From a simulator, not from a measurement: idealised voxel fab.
Module name: voxel spacer lines (process module)
Cross-sectional view cut (width: 240 nm; square cell size: 5 nm).
Throughout this document, each cross-section is represented as a grid of square cells and is presented as a sequence of bands enumerated from the top downward, where a band comprises one or more rows of cells. Within each band entry, the heights of the top and of the bottom of the band appear first, in that order and in nm; the materials of the band then follow from left to right, each with its corresponding width in nm. The designation "all across" on a single material indicates that it fills the band from edge to edge; the designation "blank" indicates empty space. Counting heights begins at 0, where everything beneath is, in the wafer as received, one material. The lowest band has no bottom; it goes on downwards, as "z 0 and below" shows. You'd read "30..40" like this: the band's top row of cells is as wide as the first number, its bottom row is as wide as the second, and going down, every row changes width by the same amount as the row before did. What does "no modification" mean for a step? It means no cell of the cross-section changed in that step. "Trapped cavities" means: voids of 8 cells or more that are shut off from the top with no open way through. Written width x height at distance, distance from the left edge, in nm. Anything after a step's settings on that line? It's the simulator's own note about the step. "overlay nm", when on a step's line for a step with a mask, measures how far to the right of its planned place the mask lay; a negative measure means to the left.

[Here's what the planned process steps look like]
| 1 | RECEIVE: material Si |
| 2 | CONFORMAL_DEP: material Al2O3, thk nm 10 |
| 3 | DIRECTIONAL_DEP: material polySi, thk nm 15 |
| 4 | DIRECTIONAL_DEP: material aC, thk nm 25 |
| 5 | PATTERN: tone cover, mask id MANDREL, material resist, width nm 25, pitch nm 70, thk nm 30, overlay nm 0 |
| 6 | DIRECTIONAL_ETCH: etch materials aC, depth nm 25 |
| 7 | STRIP: etch materials resist |
| 8 | CONFORMAL_DEP: material SiN, thk nm 10 |
| 9 | DIRECTIONAL_ETCH: etch materials SiN, depth nm 10 |
| 10 | STRIP: etch materials aC |
| 11 | DIRECTIONAL_ETCH: etch materials polySi, depth nm 15 |
| 12 | STRIP: etch materials SiN |

[Of two wafers, the first: run according to plan]

[So this is the incoming wafer in cross-section - it's already been through step 1]
  z 0 and below | Si all across
  Trapped cavities: none

[The following cross-section depicts the wafer upon completion of step 2]
  z 10 to 0 | Al2O3 all across
  Below 0, the layers are the same as they were.

[The following cross-section depicts the wafer upon completion of step 3]
  z 25 to 10 | polySi all across
  Below 10, the layers are the same as they were.

[The following cross-section depicts the wafer upon completion of step 4]
  z 50 to 25 | aC all across
  Below 25, the layers are the same as they were.

[The following cross-section depicts the wafer upon completion of step 5]
  z 80 to 50 | 70 nm blank, 25 nm resist, 45 nm blank, 25 nm resist, 75 nm blank
  Below 50, the layers are the same as they were.

[The following cross-section depicts the wafer upon completion of step 6]
  z 55 to 50 | 70 nm blank, 25 nm resist, 45 nm blank, 25 nm resist, 75 nm blank
  z 50 to 25 | 70 nm blank, 25 nm aC, 45 nm blank, 25 nm aC, 75 nm blank
  Below 25, the layers are the same as they were.

[The following cross-section depicts the wafer upon completion of step 7]
  z 50 to 25 | 70 nm blank, 25 nm aC, 45 nm blank, 25 nm aC, 75 nm blank
  Below 25, the layers are the same as they were.

[The following cross-section depicts the wafer upon completion of step 8]
  z 60 to 50 | 60 nm blank, 45 nm SiN, 25 nm blank, 45 nm SiN, 65 nm blank
  z 50 to 35 | 60 nm blank, 10 nm SiN, 25 nm aC, 10 nm SiN, 25 nm blank, 10 nm SiN, 25 nm aC, 10 nm SiN, 65 nm blank
  z 35 to 25 | 70 nm SiN, 25 nm aC, 45 nm SiN, 25 nm aC, 75 nm SiN
  Below 25, the layers are the same as they were.

[The following cross-section depicts the wafer upon completion of step 9]
  z 50 to 25 | 60 nm blank, 10 nm SiN, 25 nm aC, 10 nm SiN, 25 nm blank, 10 nm SiN, 25 nm aC, 10 nm SiN, 65 nm blank
  Below 25, the layers are the same as they were.

[The following cross-section depicts the wafer upon completion of step 10]
  z 50 to 25 | 60 nm blank, 10 nm SiN, 25 nm blank, 10 nm SiN, 25 nm blank, 10 nm SiN, 25 nm blank, 10 nm SiN, 65 nm blank
  Below 25, the layers are the same as they were.

[The following cross-section depicts the wafer upon completion of step 11]
  z 50 to 25 | 60 nm blank, 10 nm SiN, 25 nm blank, 10 nm SiN, 25 nm blank, 10 nm SiN, 25 nm blank, 10 nm SiN, 65 nm blank
  z 25 to 10 | 60 nm blank, 10 nm polySi, 25 nm blank, 10 nm polySi, 25 nm blank, 10 nm polySi, 25 nm blank, 10 nm polySi, 65 nm blank
  Below 10, the layers are the same as they were.

[The following cross-section depicts the wafer upon completion of step 12]
  z 25 to 10 | 60 nm blank, 10 nm polySi, 25 nm blank, 10 nm polySi, 25 nm blank, 10 nm polySi, 25 nm blank, 10 nm polySi, 65 nm blank
  Below 10, the layers are the same as they were.

[Now the other wafer: same start, same recipe, but we messed up one thing when running it. Up to and including step 1 it's the same as the first one]

[Cross-sectional representation of the second wafer at the time designated in the plan for the completion of step 2]
  z 10 to 0 | polySi all across
  Below 0, the layers are the same as they were.

[Cross-sectional representation of the second wafer at the time designated in the plan for the completion of step 3]
  z 25 to 0 | polySi all across
  Below 0, the layers are the same as they were.

[Cross-sectional representation of the second wafer at the time designated in the plan for the completion of step 4]
  z 50 to 25 | aC all across
  Below 25, the layers are the same as they were.

[Cross-sectional representation of the second wafer at the time designated in the plan for the completion of step 5]
  z 80 to 50 | 70 nm blank, 25 nm resist, 45 nm blank, 25 nm resist, 75 nm blank
  Below 50, the layers are the same as they were.

[Cross-sectional representation of the second wafer at the time designated in the plan for the completion of step 6]
  z 55 to 50 | 70 nm blank, 25 nm resist, 45 nm blank, 25 nm resist, 75 nm blank
  z 50 to 25 | 70 nm blank, 25 nm aC, 45 nm blank, 25 nm aC, 75 nm blank
  Below 25, the layers are the same as they were.

[Cross-sectional representation of the second wafer at the time designated in the plan for the completion of step 7]
  z 50 to 25 | 70 nm blank, 25 nm aC, 45 nm blank, 25 nm aC, 75 nm blank
  Below 25, the layers are the same as they were.

[Cross-sectional representation of the second wafer at the time designated in the plan for the completion of step 8]
  z 60 to 50 | 60 nm blank, 45 nm SiN, 25 nm blank, 45 nm SiN, 65 nm blank
  z 50 to 35 | 60 nm blank, 10 nm SiN, 25 nm aC, 10 nm SiN, 25 nm blank, 10 nm SiN, 25 nm aC, 10 nm SiN, 65 nm blank
  z 35 to 25 | 70 nm SiN, 25 nm aC, 45 nm SiN, 25 nm aC, 75 nm SiN
  Below 25, the layers are the same as they were.

[Cross-sectional representation of the second wafer at the time designated in the plan for the completion of step 9]
  z 50 to 25 | 60 nm blank, 10 nm SiN, 25 nm aC, 10 nm SiN, 25 nm blank, 10 nm SiN, 25 nm aC, 10 nm SiN, 65 nm blank
  Below 25, the layers are the same as they were.

[Cross-sectional representation of the second wafer at the time designated in the plan for the completion of step 10]
  z 50 to 25 | 60 nm blank, 10 nm SiN, 25 nm blank, 10 nm SiN, 25 nm blank, 10 nm SiN, 25 nm blank, 10 nm SiN, 65 nm blank
  Below 25, the layers are the same as they were.

[Cross-sectional representation of the second wafer at the time designated in the plan for the completion of step 11]
  z 50 to 25 | 60 nm blank, 10 nm SiN, 25 nm blank, 10 nm SiN, 25 nm blank, 10 nm SiN, 25 nm blank, 10 nm SiN, 65 nm blank
  z 25 to 10 | 60 nm blank, 10 nm polySi, 25 nm blank, 10 nm polySi, 25 nm blank, 10 nm polySi, 25 nm blank, 10 nm polySi, 65 nm blank
  Below 10, the layers are the same as they were.

[Cross-sectional representation of the second wafer at the time designated in the plan for the completion of step 12]
  z 25 to 10 | 60 nm blank, 10 nm polySi, 25 nm blank, 10 nm polySi, 25 nm blank, 10 nm polySi, 25 nm blank, 10 nm polySi, 65 nm blank
  Below 10, the layers are the same as they were.
Deviation noted in wafer processing: not per plan at step 2, really ran CONFORMAL_DEP: material polySi, thk nm 10
Final difference in cells, second wafer against first, listed per material as more or fewer: -96 Al2O3; +96 polySi
